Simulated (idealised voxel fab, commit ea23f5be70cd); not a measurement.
The following process module bears the name voxel capacitor over wiring.
The cross-section shown here is cut; it is 260 nm wide and divided into square cells measuring 5 nm on a side.
Reading order for cross-sections: top band down to bottom band. Underlying form: a grid of square cells. Band size: one or more rows of cells. Quick guide to a band line: top height, bottom height (nm) up front; then every material left to right with its width in nm. Only one material and it's marked "everywhere"? Then it fills the band edge to edge. And "air" just means empty space. Height 0 is the level under which the wafer as received is all one material. The lowest band goes on downwards, as in "0..down". The width entry "30..40" should be interpreted row by row: the top row of cells in the band takes the first number, the bottom row takes the second number, and the change between adjacent rows is uniform throughout. No cell of the cross-section changed in a step that is given as "all unchanged". "Closed void entries" specifies each empty space that is not open to the top and that occupies no fewer than 8 cells, using the form width x height at distance, the distance measured from the left edge and all three quantities in nm. Formally, on a step line, whatever follows the settings is a remark that the simulator itself makes on the step. For masked steps, "overlay nm" on the step line gives how far right of plan the mask actually lay; a minus sign means it lay to the left.
Listed below are the process steps as planned
1 op RECEIVE | material Si
2 op CONFORMAL_DEP | material SiO2 | thk nm 15
3 op CONFORMAL_DEP | material SiCN | thk nm 5
4 op DIRECTIONAL_DEP | material SiO2 | thk nm 15
5 op MASKED_ETCH | tone open | mask id METAL_1 | width nm 30 | pitch nm 100 | etch materials SiO2 | depth nm 15 | overlay nm 0
6 op MASKED_ETCH | tone open | mask id METAL_1 | width nm 30 | pitch nm 100 | etch materials SiCN | depth nm 5 | overlay nm 0
7 op CONFORMAL_DEP | material TiN | thk nm 5
8 op FILL_DEP | material Cu | thk nm 5
9 op CMP | height nm 35
10 op EPI | material Ru | thk nm 5
11 op FILL_DEP | material SiCN | thk nm 5
12 op DIRECTIONAL_DEP | material SiO2 | thk nm 15
13 op MASKED_ETCH | tone open | mask id PLUG_1 | width nm 15 | etch materials SiO2 | depth nm 15 | overlay nm 0
14 op MASKED_ETCH | tone open | mask id PLUG_1 | width nm 15 | etch materials SiCN | depth nm 5 | overlay nm 0
15 op EPI | material Ru | thk nm 10
16 op EPI | material Ru | thk nm 10
17 op DIRECTIONAL_DEP | material TiN | thk nm 5
18 op DIRECTIONAL_DEP | material Al2O3 | thk nm 5
19 op DIRECTIONAL_DEP | material TiN | thk nm 10
20 op MASKED_ETCH | tone cover | mask id UPPER_PLATE | width nm 75 | etch materials TiN | depth nm 10 | overlay nm 0
21 op MASKED_ETCH | tone cover | mask id UPPER_PLATE | width nm 75 | etch materials Al2O3 | depth nm 5 | overlay nm 0
22 op PATTERN | tone cover | mask id LOWER_PLATE | material resist | width nm 85 | thk nm 15 | overlay nm 0
23 op DIRECTIONAL_ETCH | etch materials TiN | depth nm 5
24 op STRIP | etch materials resist
25 op FILL_DEP | material SiO2 | thk nm 20
26 op CMP | height nm 95
27 op PATTERN | tone open | mask id PLUG_2 | material resist | width nm 15 | thk nm 15 | overlay nm 0
28 op DIRECTIONAL_ETCH | etch materials SiO2 | depth nm 15
29 op STRIP | etch materials resist
30 op CONFORMAL_DEP | material TiN | thk nm 5
31 op FILL_DEP | material Ru | thk nm 10
32 op CMP | height nm 95
33 op CONFORMAL_DEP | material SiN | thk nm 5
As-received wafer cross-section (after step 1)
	0..down = Si everywhere
	Closed void entries: none
Result of the module, cross-sectioned: start per above, plan per above, one error in how it was run
	100..95 = SiN everywhere
	95..90 = 90 nm SiO2  15 nm TiN  155 nm SiO2
	90..80 = 80 nm SiO2  25 nm TiN  155 nm SiO2
	80..75 = 80 nm SiO2  25 nm Al2O3  50 nm TiN  105 nm SiO2
	75..70 = 75 nm SiO2  80 nm TiN  105 nm SiO2
	70..65 = 70 nm SiO2  35 nm Ru  50 nm Al2O3  105 nm SiO2
	65..60 = 70 nm SiO2  35 nm Ru  55 nm TiN  100 nm SiO2
	60..45 = 80 nm SiO2  15 nm Ru  165 nm SiO2
	45..40 = 80 nm SiCN  15 nm Ru  165 nm SiCN
	40..35 = 60 nm SiCN  40 nm Ru  60 nm SiCN  40 nm Ru  60 nm SiCN
	35..20 = 65 nm SiO2  5 nm TiN  20 nm Cu  5 nm TiN  70 nm SiO2  5 nm TiN  20 nm Cu  5 nm TiN  65 nm SiO2
	20..15 = 65 nm SiCN  30 nm TiN  70 nm SiCN  30 nm TiN  65 nm SiCN
	15..0 = SiO2 everywhere
	0..down = Si everywhere
	Closed void entries: none
Plan not followed: there is no telling which one of steps 15 and 16, all the same, got done twice
